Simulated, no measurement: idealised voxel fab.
The process module presented herein is designated voxel self aligned contacts.
Each square cell in cross-section cut measures 5 nm, and the section as a whole is 160 nm wide.
Reading order for cross-sections: top band down to bottom band. Underlying form: a grid of square cells. Band size: one or more rows of cells.
What a band's entry tells you: where the top is and where the bottom is, as heights in nm, and after that what lies inside, material by material from left to right, each with its width in nm. Empty space is written as the word "air", and a single material marked with the word "edge to edge" occupies the band from edge to edge.
Height datum 0, below which the as-received substrate wafer is one material. Lowest band open at the bottom, running downward: "from 0 down".
Top row gets the first number, bottom row gets the second, and each row in between changes by the same step: that is how a band width like "30 to 40" works.
The cross-section has no changed cell in any step marked "remains unaltered".
What "Internal closed voids" gives you is every empty space of 8 cells or more that is cut off from the top. Each appears as width x height at distance, with the distance taken from the left edge and width, height and distance all in nm.
That trailing text on a step's line, after the settings, is the simulator's own remark on the step.
A step's line can hold "overlay nm"; with a mask on that step, the setting says how far right of the planned place the mask lay, while a negative setting says it lay to the left.

-- Below is the list of planned process steps
- 1: RECEIVE,material Si
- 2: CONFORMAL_DEP,material SiO2,thk nm 5
- 3: DIRECTIONAL_DEP,material polySi,thk nm 20
- 4: DIRECTIONAL_DEP,material SiN,thk nm 20
- 5: MASKED_ETCH,tone cover,mask id GATE,width nm 30,pitch nm 75,etch materials SiN,depth nm 20,overlay nm 0
- 6: MASKED_ETCH,tone cover,mask id GATE,width nm 30,pitch nm 75,etch materials polySi,depth nm 20,overlay nm 0
- 7: CONFORMAL_DEP,material SiN,thk nm 10
- 8: DIRECTIONAL_ETCH,etch materials SiN,depth nm 10
- 9: FILL_DEP,material SiO2,thk nm 15
- 10: CMP,height nm 50
- 11: PATTERN,tone open,mask id CONTACT,material resist,width nm 55,thk nm 20,overlay nm 0
- 12: DIRECTIONAL_ETCH,etch materials SiO2,depth nm 50
- 13: STRIP,etch materials resist
- 14: CONFORMAL_DEP,material TiN,thk nm 5
- 15: FILL_DEP,material W,thk nm 10
- 16: CMP,height nm 50
- 17: CONFORMAL_DEP,material SiN,thk nm 5

-- First of two wafers - as planned

-- Incoming wafer in cross-section (state: after step 1)
	from 0 down: Si edge to edge
	Internal closed voids: none

-- How the wafer stands in section after step 2
	from 5 to 0: SiO2 edge to edge
	Unchanged below 0.

-- How the wafer stands in section after step 3
	from 25 to 5: polySi edge to edge
	Unchanged below 5.

-- How the wafer stands in section after step 4
	from 45 to 25: SiN edge to edge
	Unchanged below 25.

-- How the wafer stands in section after step 5
	from 45 to 25: air: 25, then SiN: 30, then air: 45, then SiN: 30, then air: 30
	Unchanged below 25.

-- How the wafer stands in section after step 6
	from 45 to 25: air: 25, then SiN: 30, then air: 45, then SiN: 30, then air: 30
	from 25 to 5: air: 25, then polySi: 30, then air: 45, then polySi: 30, then air: 30
	Unchanged below 5.

-- How the wafer stands in section after step 7
	from 55 to 25: air: 15, then SiN: 50, then air: 25, then SiN: 50, then air: 20
	from 25 to 15: air: 15, then SiN: 10, then polySi: 30, then SiN: 10, then air: 25, then SiN: 10, then polySi: 30, then SiN: 10, then air: 20
	from 15 to 5: SiN: 25, then polySi: 30, then SiN: 45, then polySi: 30, then SiN: 30
	Unchanged below 5.

-- How the wafer stands in section after step 8
	from 45 to 25: air: 15, then SiN: 50, then air: 25, then SiN: 50, then air: 20
	from 25 to 5: air: 15, then SiN: 10, then polySi: 30, then SiN: 10, then air: 25, then SiN: 10, then polySi: 30, then SiN: 10, then air: 20
	Unchanged below 5.

-- How the wafer stands in section after step 9
	from 60 to 45: SiO2 edge to edge
	from 45 to 25: SiO2: 15, then SiN: 50, then SiO2: 25, then SiN: 50, then SiO2: 20
	from 25 to 5: SiO2: 15, then SiN: 10, then polySi: 30, then SiN: 10, then SiO2: 25, then SiN: 10, then polySi: 30, then SiN: 10, then SiO2: 20
	Unchanged below 5.

-- How the wafer stands in section after step 10
	from 50 to 45: SiO2 edge to edge
	Unchanged below 45.

-- How the wafer stands in section after step 11
	from 70 to 50: resist: 50, then air: 55, then resist: 55
	Unchanged below 50.

-- How the wafer stands in section after step 12
	from 70 to 50: resist: 50, then air: 55, then resist: 55
	from 50 to 45: SiO2: 50, then air: 55, then SiO2: 55
	from 45 to 25: SiO2: 15, then SiN: 50, then air: 25, then SiN: 50, then SiO2: 20
	from 25 to 5: SiO2: 15, then SiN: 10, then polySi: 30, then SiN: 10, then air: 25, then SiN: 10, then polySi: 30, then SiN: 10, then SiO2: 20
	from 5 to 0: SiO2: 65, then air: 25, then SiO2: 70
	Unchanged below 0.

-- How the wafer stands in section after step 13
	from 50 to 45: SiO2: 50, then air: 55, then SiO2: 55
	Unchanged below 45.

-- How the wafer stands in section after step 14
	from 55 to 50: TiN: 55, then air: 45, then TiN: 60
	from 50 to 45: SiO2: 50, then TiN: 20, then air: 15, then TiN: 20, then SiO2: 55
	from 45 to 25: SiO2: 15, then SiN: 50, then TiN: 5, then air: 15, then TiN: 5, then SiN: 50, then SiO2: 20
	from 25 to 5: SiO2: 15, then SiN: 10, then polySi: 30, then SiN: 10, then TiN: 5, then air: 15, then TiN: 5, then SiN: 10, then polySi: 30, then SiN: 10, then SiO2: 20
	from 5 to 0: SiO2: 65, then TiN: 25, then SiO2: 70
	Unchanged below 0.

-- How the wafer stands in section after step 15
	from 65 to 55: W edge to edge
	from 55 to 50: TiN: 55, then W: 45, then TiN: 60
	from 50 to 45: SiO2: 50, then TiN: 20, then W: 15, then TiN: 20, then SiO2: 55
	from 45 to 25: SiO2: 15, then SiN: 50, then TiN: 5, then W: 15, then TiN: 5, then SiN: 50, then SiO2: 20
	from 25 to 5: SiO2: 15, then SiN: 10, then polySi: 30, then SiN: 10, then TiN: 5, then W: 15, then TiN: 5, then SiN: 10, then polySi: 30, then SiN: 10, then SiO2: 20
	Unchanged below 5.

-- How the wafer stands in section after step 16
	from 50 to 45: SiO2: 50, then TiN: 20, then W: 15, then TiN: 20, then SiO2: 55
	Unchanged below 45.

-- How the wafer stands in section after step 17
	from 55 to 50: SiN edge to edge
	Unchanged below 50.

-- Here the second wafer is described. Its start and its plan were those of the first wafer. Its run contained one mistake. Up to and including step 4, it did exactly what the first wafer did

-- Second wafer cross-section, taken as of the time the plan sets for step 5 to be done
	from 45 to 25: SiN: 25, then air: 30, then SiN: 45, then air: 30, then SiN: 30
	Unchanged below 25.

Second wafer cross-section, taken as of the time the plan sets for step 6 to be done: remains unaltered

-- Second wafer cross-section, taken as of the time the plan sets for step 7 to be done
	from 55 to 35: SiN: 35, then air: 10, then SiN: 65, then air: 10, then SiN: 40
	from 35 to 25: SiN edge to edge
	Unchanged below 25.

-- Second wafer cross-section, taken as of the time the plan sets for step 8 to be done
	from 45 to 25: SiN: 35, then air: 10, then SiN: 65, then air: 10, then SiN: 40
	Unchanged below 25.

-- Second wafer cross-section, taken as of the time the plan sets for step 9 to be done
	from 60 to 45: SiO2 edge to edge
	from 45 to 25: SiN: 35, then SiO2: 10, then SiN: 65, then SiO2: 10, then SiN: 40
	Unchanged below 25.

-- Second wafer cross-section, taken as of the time the plan sets for step 10 to be done
	from 50 to 45: SiO2 edge to edge
	Unchanged below 45.

-- Second wafer cross-section, taken as of the time the plan sets for step 11 to be done
	from 70 to 50: resist: 50, then air: 55, then resist: 55
	Unchanged below 50.

-- Second wafer cross-section, taken as of the time the plan sets for step 12 to be done
	from 70 to 50: resist: 50, then air: 55, then resist: 55
	from 50 to 45: SiO2: 50, then air: 55, then SiO2: 55
	Unchanged below 45.

-- Second wafer cross-section, taken as of the time the plan sets for step 13 to be done
	from 50 to 45: SiO2: 50, then air: 55, then SiO2: 55
	Unchanged below 45.

-- Second wafer cross-section, taken as of the time the plan sets for step 14 to be done
	from 55 to 50: TiN: 55, then air: 45, then TiN: 60
	from 50 to 45: SiO2: 50, then TiN: 55, then SiO2: 55
	Unchanged below 45.

-- Second wafer cross-section, taken as of the time the plan sets for step 15 to be done
	from 65 to 55: W edge to edge
	from 55 to 50: TiN: 55, then W: 45, then TiN: 60
	Unchanged below 50.

-- Second wafer cross-section, taken as of the time the plan sets for step 16 to be done
	from 50 to 45: SiO2: 50, then TiN: 55, then SiO2: 55
	Unchanged below 45.

-- Second wafer cross-section, taken as of the time the plan sets for step 17 to be done
	from 55 to 50: SiN edge to edge
	Unchanged below 50.
Deviation noted in wafer processing: step 5 ran as: MASKED_ETCH,tone open,mask id GATE,width nm 30,pitch nm 75,etch materials SiN,depth nm 20,overlay nm 0
Final tally in cells, some materials are higher or lower on the second wafer than on the first: SiO2: 35 fewer, TiN: 18 fewer, W: 27 fewer, polySi: 80 more
